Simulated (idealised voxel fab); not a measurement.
Presented below is a process module, voxel wiring stack.
The figure presents cross-section cut, which has a width of 275 nm and is divided into square cells with an edge length of 5 nm.
Think of the cross-section as a grid of square cells. We describe it in bands, top to bottom, and each band covers one or more rows of those cells.
Band: top and bottom heights (nm) first, top before bottom; then materials from left to right, widths in nm. "everywhere" marks a sole material filling the band edge to edge. "empty" denotes empty space.
Zero point of the height axis is 0; under it, received wafer = one material. Lowest band: continues down indefinitely, "0 down".
A width such as "30 to 40" changes by the same amount from each row of cells to the next, from the band's top row to its bottom row.
It should be understood that the words "all unchanged", when stated for a given step, signify that the cross-section underwent no change in any of its cells during that step.
"Non-vented voids" lists enclosed empty spaces (at least 8 cells, no open path upward to the top), each as width x height at distance from the left edge, in nm.
What comes after the settings on a step's line is commentary from the simulator itself on that step.
overlay nm: for a step with a mask, the amount by which the mask lay right of where it was planned; a negative amount means left of it.
The following list gives the planned process steps:
1,RECEIVE with material Si
2,CONFORMAL_DEP with material SiO2, thk nm 15
3,DIRECTIONAL_DEP with material TiN, thk nm 5
4,DIRECTIONAL_DEP with material Ru, thk nm 20
5,PATTERN with tone cover, mask id METAL_1, material resist, width nm 30, pitch nm 50, thk nm 20, overlay nm 0
6,DIRECTIONAL_ETCH with etch materials Ru, depth nm 20
7,DIRECTIONAL_ETCH with etch materials TiN, depth nm 5
8,STRIP with etch materials resist
9,CONFORMAL_DEP with material SiN, thk nm 5
10,FILL_DEP with material SiO2, thk nm 5
11,CMP with height nm 40
12,CONFORMAL_DEP with material SiCN, thk nm 5
13,DIRECTIONAL_DEP with material SiO2, thk nm 15
14,MASKED_ETCH with tone open, mask id PLUG_1, width nm 15, etch materials SiO2, depth nm 15, overlay nm 0
15,MASKED_ETCH with tone open, mask id PLUG_1, width nm 15, etch materials SiCN, depth nm 5, overlay nm 0
16,EPI with material Ru, thk nm 10
17,EPI with material Ru, thk nm 10
18,DIRECTIONAL_DEP with material TiN, thk nm 5
19,DIRECTIONAL_DEP with material Ru, thk nm 25
20,MASKED_ETCH with tone cover, mask id METAL_2, width nm 30, pitch nm 50, etch materials Ru, depth nm 25, overlay nm 0
21,MASKED_ETCH with tone cover, mask id METAL_2, width nm 30, pitch nm 50, etch materials TiN, depth nm 5, overlay nm 0
22,FILL_DEP with material lowk, thk nm 5
23,CMP with height nm 90
24,CONFORMAL_DEP with material SiCN, thk nm 5
25,DIRECTIONAL_DEP with material SiO2, thk nm 20
26,MASKED_ETCH with tone open, mask id PLUG_2, width nm 15, etch materials SiO2, depth nm 20, overlay nm 0
27,MASKED_ETCH with tone open, mask id PLUG_2, width nm 15, etch materials SiCN, depth nm 5, overlay nm 0
28,EPI with material Ru, thk nm 10
29,EPI with material Ru, thk nm 10
30,EPI with material Ru, thk nm 5
31,DIRECTIONAL_DEP with material TiN, thk nm 5
32,DIRECTIONAL_DEP with material W, thk nm 20
33,DIRECTIONAL_DEP with material aC, thk nm 10
34,PATTERN with tone cover, mask id METAL_3, material resist, width nm 30, pitch nm 50, thk nm 30, overlay nm 0
35,DIRECTIONAL_ETCH with etch materials aC, depth nm 10
36,STRIP with etch materials resist
37,DIRECTIONAL_ETCH with etch materials W, depth nm 20
38,DIRECTIONAL_ETCH with etch materials TiN, depth nm 5
39,STRIP with etch materials aC
40,FILL_DEP with material lowk, thk nm 5
41,CMP with height nm 140
42,CONFORMAL_DEP with material SiCN, thk nm 5
Wafer at receipt (post step 1), cross-section:
> 0 down = Si everywhere
> Non-vented voids: none
Cross-section, first of two wafers, end of module, run as planned:
> 145 to 140 = SiCN everywhere
> 140 to 120 = 95 nm lowk, then 30 nm W, then 20 nm lowk, then 30 nm W, then 100 nm lowk
> 120 to 115 = 95 nm lowk, then 30 nm TiN, then 20 nm lowk, then 30 nm TiN, then 100 nm lowk
> 115 to 95 = 95 nm SiO2, then 15 nm Ru, then 165 nm SiO2
> 95 to 90 = 95 nm SiCN, then 15 nm Ru, then 165 nm SiCN
> 90 to 65 = 95 nm lowk, then 30 nm Ru, then 20 nm lowk, then 30 nm Ru, then 100 nm lowk
> 65 to 60 = 95 nm lowk, then 30 nm TiN, then 20 nm lowk, then 30 nm TiN, then 100 nm lowk
> 60 to 45 = 95 nm SiO2, then 15 nm Ru, then 165 nm SiO2
> 45 to 40 = 95 nm SiCN, then 15 nm Ru, then 165 nm SiCN
> 40 to 20 = 90 nm SiO2, then 5 nm SiN, then 30 nm Ru, then 5 nm SiN, then 10 nm SiO2, then 5 nm SiN, then 30 nm Ru, then 5 nm SiN, then 95 nm SiO2
> 20 to 15 = 95 nm SiN, then 30 nm TiN, then 20 nm SiN, then 30 nm TiN, then 100 nm SiN
> 15 to 0 = SiO2 everywhere
> 0 down = Si everywhere
> Non-vented voids: none
Cross-section of the latter of the two wafers at module completion. It had an identical start and an identical plan to the former; in running it, one mistake was made:
> 145 to 140 = lowk everywhere
> 140 to 120 = 95 nm lowk, then 30 nm W, then 20 nm lowk, then 30 nm W, then 100 nm lowk
> 120 to 115 = 95 nm lowk, then 30 nm TiN, then 20 nm lowk, then 30 nm TiN, then 100 nm lowk
> 115 to 95 = 95 nm SiO2, then 15 nm Ru, then 165 nm SiO2
> 95 to 90 = 95 nm SiCN, then 15 nm Ru, then 165 nm SiCN
> 90 to 65 = 95 nm lowk, then 30 nm Ru, then 20 nm lowk, then 30 nm Ru, then 100 nm lowk
> 65 to 60 = 95 nm lowk, then 30 nm TiN, then 20 nm lowk, then 30 nm TiN, then 100 nm lowk
> 60 to 45 = 95 nm SiO2, then 15 nm Ru, then 165 nm SiO2
> 45 to 40 = 95 nm SiCN, then 15 nm Ru, then 165 nm SiCN
> 40 to 20 = 90 nm SiO2, then 5 nm SiN, then 30 nm Ru, then 5 nm SiN, then 10 nm SiO2, then 5 nm SiN, then 30 nm Ru, then 5 nm SiN, then 95 nm SiO2
> 20 to 15 = 95 nm SiN, then 30 nm TiN, then 20 nm SiN, then 30 nm TiN, then 100 nm SiN
> 15 to 0 = SiO2 everywhere
> 0 down = Si everywhere
> Non-vented voids: none
The mistake made against the process plan was this: step 42 ran differently from the plan; actual operation with settings: CONFORMAL_DEP with material lowk, thk nm 5
FYI, end of process, the second wafer has more or fewer cells of some materials than the first: SiCN: 55 fewer, lowk: 55 more
